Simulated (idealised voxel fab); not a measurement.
A process module follows: voxel transistor to metal.
Cross-section cut: width 175 nm, square cells of 5 nm.
Throughout this document, each cross-section is represented as a grid of square cells and is presented as a sequence of bands enumerated from the top downward, where a band comprises one or more rows of cells.
Band entry format. Leading values: height of top, height of bottom, nm. Remainder: materials in left-to-right order, each with its width in nm. Special words: "everywhere" on a single material, which then fills the band edge to edge; "air", empty space.
Height datum 0, below which the as-received substrate wafer is one material. Lowest band open at the bottom, running downward: "0 -> down".
Note: "30->40" means the width goes from the first number (top row of the band) to the second number (bottom row) in equal steps per row of cells.
"nothing got changed" after a step means that no cell of the cross-section changed.
"closed voids" enumerates empty spaces isolated from the top, with no open way to it, that contain at least 8 cells, giving each as width x height at distance from the left edge, all three in nm.
Read whatever lies past the settings on a step's line as the simulator's own remark about the step.
When a step includes a mask, the "overlay nm" setting on its line states how far to the right of its planned place that mask lay, and negative values state how far to the left.

Listed below are the process steps as planned
1: RECEIVE with material Si
2: OXIDIZE with depth nm 5
3: CONFORMAL_DEP with material SiN, thk nm 15
4: MASKED_ETCH with tone cover, mask id ACTIVE, width nm 135, etch materials SiN, depth nm 15, overlay nm 0
5: MASKED_ETCH with tone cover, mask id ACTIVE, width nm 135, etch materials SiO2, depth nm 5, overlay nm 0
6: MASKED_ETCH with tone cover, mask id ACTIVE, width nm 135, etch materials Si, depth nm 30, overlay nm 0
7: FILL_DEP with material SiO2, thk nm 10
8: CMP with height nm 15
9: SELECTIVE_ETCH with etch materials SiO2, depth nm 5
10: STRIP with etch materials SiN
11: SELECTIVE_ETCH with etch materials SiO2, depth nm 5
12: OXIDIZE with depth nm 5
13: DIRECTIONAL_DEP with material polySi, thk nm 25
14: DIRECTIONAL_DEP with material SiCN, thk nm 15
15: PATTERN with tone cover, mask id GATE, material resist, width nm 35, thk nm 20, overlay nm 0
16: DIRECTIONAL_ETCH with etch materials SiCN, depth nm 25
17: DIRECTIONAL_ETCH with etch materials polySi, depth nm 35
18: STRIP with etch materials resist
19: CONFORMAL_DEP with material SiO2, thk nm 5
20: DIRECTIONAL_ETCH with etch materials SiO2, depth nm 5
21: CONFORMAL_DEP with material SiN, thk nm 5
22: DIRECTIONAL_ETCH with etch materials SiN, depth nm 5
23: DIRECTIONAL_ETCH with etch materials SiO2, depth nm 5
24: DIRECTIONAL_ETCH with etch materials Si, depth nm 5
25: EPI with material SiGe, thk nm 10
26: FILL_DEP with material SiO2, thk nm 10
27: CMP with height nm 20
28: STRIP with etch materials polySi
29: SELECTIVE_ETCH with etch materials SiO2, depth nm 5
30: CONFORMAL_DEP with material HfO2, thk nm 5
31: CONFORMAL_DEP with material TiN, thk nm 5
32: FILL_DEP with material W, thk nm 5
33: CMP with height nm 15
34: DIRECTIONAL_DEP with material SiO2, thk nm 10
35: MASKED_ETCH with tone open, mask id CONTACT, width nm 20, pitch nm 95, etch materials SiO2, depth nm 30, overlay nm 0
36: CONFORMAL_DEP with material TiN, thk nm 5
37: FILL_DEP with material Ru, thk nm 10
38: CMP with height nm 25
39: DIRECTIONAL_DEP with material TiN, thk nm 5
40: DIRECTIONAL_DEP with material Ru, thk nm 20
41: DIRECTIONAL_DEP with material aC, thk nm 10
42: PATTERN with tone cover, mask id METAL_1, material resist, width nm 20, pitch nm 95, thk nm 30, overlay nm 0
43: DIRECTIONAL_ETCH with etch materials aC, depth nm 10
44: STRIP with etch materials resist
45: DIRECTIONAL_ETCH with etch materials Ru, depth nm 20
46: DIRECTIONAL_ETCH with etch materials TiN, depth nm 5
47: STRIP with etch materials aC
48: FILL_DEP with material SiO2, thk nm 5
49: CMP with height nm 50
50: CONFORMAL_DEP with material SiCN, thk nm 5
51: DIRECTIONAL_DEP with material lowk, thk nm 30
52: MASKED_ETCH with tone open, mask id METAL_2, width nm 20, pitch nm 95, etch materials lowk, depth nm 20, overlay nm 0
53: PATTERN with tone open, mask id METAL_2_HOLES, material resist, width nm 15, pitch nm 95, thk nm 15, overlay nm 0
54: DIRECTIONAL_ETCH with etch materials lowk, depth nm 10
55: DIRECTIONAL_ETCH with etch materials SiCN, depth nm 5
56: STRIP with etch materials resist
57: CONFORMAL_DEP with material TiN, thk nm 5
58: FILL_DEP with material Cu, thk nm 5
59: CMP with height nm 85
60: CONFORMAL_DEP with material SiN, thk nm 5

Wafer cross-section on receipt, i.e. after step 1
    0 -> down | Si everywhere
    closed voids: none

Starting structure and process plan are as shown above, but one mistake was made in running the module; the wafer cross-section at the end of the module follows
    90 -> 85 | SiN everywhere
    85 -> 70 | lowk 30 nm, then TiN 5 nm, then Cu 10 nm, then TiN 5 nm, then lowk 75 nm, then TiN 5 nm, then Cu 10 nm, then TiN 5 nm, then lowk 30 nm
    70 -> 65 | lowk 30 nm, then TiN 5 nm, then Cu 5 nm, then TiN 10 nm, then lowk 75 nm, then TiN 5 nm, then Cu 5 nm, then TiN 10 nm, then lowk 30 nm
    65 -> 55 | lowk 30 nm, then TiN 5 nm, then Cu 5 nm, then TiN 5 nm, then lowk 80 nm, then TiN 5 nm, then Cu 5 nm, then TiN 5 nm, then lowk 35 nm
    55 -> 50 | SiCN 30 nm, then TiN 15 nm, then SiCN 80 nm, then TiN 15 nm, then SiCN 35 nm
    50 -> 30 | SiO2 30 nm, then Ru 25 nm, then SiO2 70 nm, then Ru 25 nm, then SiO2 25 nm
    30 -> 25 | SiO2 30 nm, then TiN 25 nm, then SiO2 70 nm, then TiN 25 nm, then SiO2 25 nm
    25 -> 15 | SiO2 30 nm, then TiN 5 nm, then Ru 10 nm, then TiN 5 nm, then SiO2 75 nm, then TiN 5 nm, then Ru 10 nm, then TiN 5 nm, then SiO2 30 nm
    15 -> 5 | SiO2 30 nm, then TiN 5 nm, then Ru 10 nm, then TiN 5 nm, then SiO2 10 nm, then SiN 5 nm, then HfO2 5 nm, then TiN 5 nm, then W 25 nm, then TiN 5 nm, then HfO2 5 nm, then SiN 5 nm, then SiO2 10 nm, then TiN 5 nm, then Ru 10 nm, then TiN 5 nm, then SiO2 30 nm
    5 -> 0 | SiO2 20 nm, then SiN 5 nm, then SiO2 5 nm, then TiN 10 nm, then Ru 5 nm, then TiN 5 nm, then SiO2 10 nm, then SiN 5 nm, then HfO2 5 nm, then TiN 5 nm, then W 25 nm, then TiN 5 nm, then HfO2 5 nm, then SiN 5 nm, then SiO2 10 nm, then TiN 5 nm, then Ru 5 nm, then TiN 10 nm, then SiO2 5 nm, then SiN 5 nm, then SiO2 20 nm
    0 -> -5 | SiO2 20 nm, then SiN 5 nm, then SiGe 10 nm, then TiN 15 nm, then SiGe 10 nm, then SiN 5 nm, then HfO2 5 nm, then TiN 35 nm, then HfO2 5 nm, then SiN 5 nm, then SiGe 10 nm, then TiN 15 nm, then SiGe 10 nm, then SiN 5 nm, then SiO2 20 nm
    -5 -> -10 | SiO2 25 nm, then SiGe 35 nm, then SiO2 5 nm, then HfO2 45 nm, then SiO2 5 nm, then SiGe 35 nm, then SiO2 25 nm
    -10 -> -15 | SiO2 20 nm, then Si 5 nm, then SiGe 35 nm, then Si 55 nm, then SiGe 35 nm, then Si 5 nm, then SiO2 20 nm
    -15 -> -35 | SiO2 20 nm, then Si 135 nm, then SiO2 20 nm
    -35 -> down | Si everywhere
    closed voids: none
Diagnosis: rather than as planned, step 42 actually ran as PATTERN with tone cover, mask id METAL_1, material resist, width nm 25, pitch nm 95, thk nm 30, overlay nm 0
